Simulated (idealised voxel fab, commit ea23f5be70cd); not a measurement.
Title: Process Module voxel ribs on slabs
Each square cell in cross-section cut measures 5 nm, and the section as a whole is 270 nm wide.
Think of the cross-section as a grid of square cells. We describe it in bands, top to bottom, and each band covers one or more rows of those cells. In this notation a band is specified by the heights of its top and bottom, in that order and in nm, after which its materials appear from left to right, each paired with its width in nm. The word "full width" attached to a single material means that material fills the band from edge to edge; the word "empty" stands for empty space. Convention: height 0 is the level below which the wafer, as received, is all one material. The lowest band does not terminate at the bottom but continues downward, represented as "0..down". Note: "30..40" means the width goes from the first number (top row of the band) to the second number (bottom row) in equal steps per row of cells. Key: "nothing different" - step with no changed cell in the cross-section. "Fully enclosed voids" enumerates empty spaces isolated from the top, with no open way to it, that contain at least 8 cells, giving each as width x height at distance from the left edge, all three in nm. That trailing text on a step's line, after the settings, is the simulator's own remark on the step. overlay nm: on a step with a mask, how far right of its planned place the mask lay; negative means left.

The following list gives the planned process steps
step 1: op RECEIVE | material Si
step 2: op DIRECTIONAL_DEP | material SiO2 | thk nm 20
step 3: op DIRECTIONAL_DEP | material SiN | thk nm 15
step 4: op MASKED_ETCH | tone cover | mask id RIB | width nm 15 | etch materials SiN | depth nm 5 | overlay nm 0
step 5: op DIRECTIONAL_DEP | material aC | thk nm 10
step 6: op PATTERN | tone cover | mask id SLAB | material resist | width nm 65 | thk nm 30 | overlay nm 0
step 7: op DIRECTIONAL_ETCH | etch materials aC | depth nm 10
step 8: op STRIP | etch materials resist
step 9: op DIRECTIONAL_ETCH | etch materials SiN | depth nm 10
step 10: op STRIP | etch materials aC
step 11: op FILL_DEP | material SiO2 | thk nm 20
step 12: op CMP | height nm 50
step 13: op DIRECTIONAL_DEP | material W | thk nm 5
step 14: op PATTERN | tone cover | mask id HEATER | material resist | width nm 25 | thk nm 20 | overlay nm 0
step 15: op DIRECTIONAL_ETCH | etch materials W | depth nm 5
step 16: op STRIP | etch materials resist
step 17: op CONFORMAL_DEP | material SiO2 | thk nm 10

Step 1 complete: cross-section of the wafer as received
	0..down = Si full width
	Fully enclosed voids: none

End state of the module in cross-section, given the above starting point and plan and one mistake in execution
	65..60 = 110 nm empty, then 45 nm SiO2, then 115 nm empty
	60..55 = SiO2 full width
	55..50 = 120 nm SiO2, then 25 nm W, then 125 nm SiO2
	50..35 = SiO2 full width
	35..30 = 100 nm SiO2, then 25 nm SiN, then 15 nm SiO2, then 25 nm SiN, then 105 nm SiO2
	30..25 = 100 nm SiO2, then 65 nm SiN, then 105 nm SiO2
	25..20 = SiN full width
	20..0 = SiO2 full width
	0..down = Si full width
	Fully enclosed voids: none
what went wrong: planned and actual differ for step 4; actual: op MASKED_ETCH | tone open | mask id RIB | width nm 15 | etch materials SiN | depth nm 5 | overlay nm 0
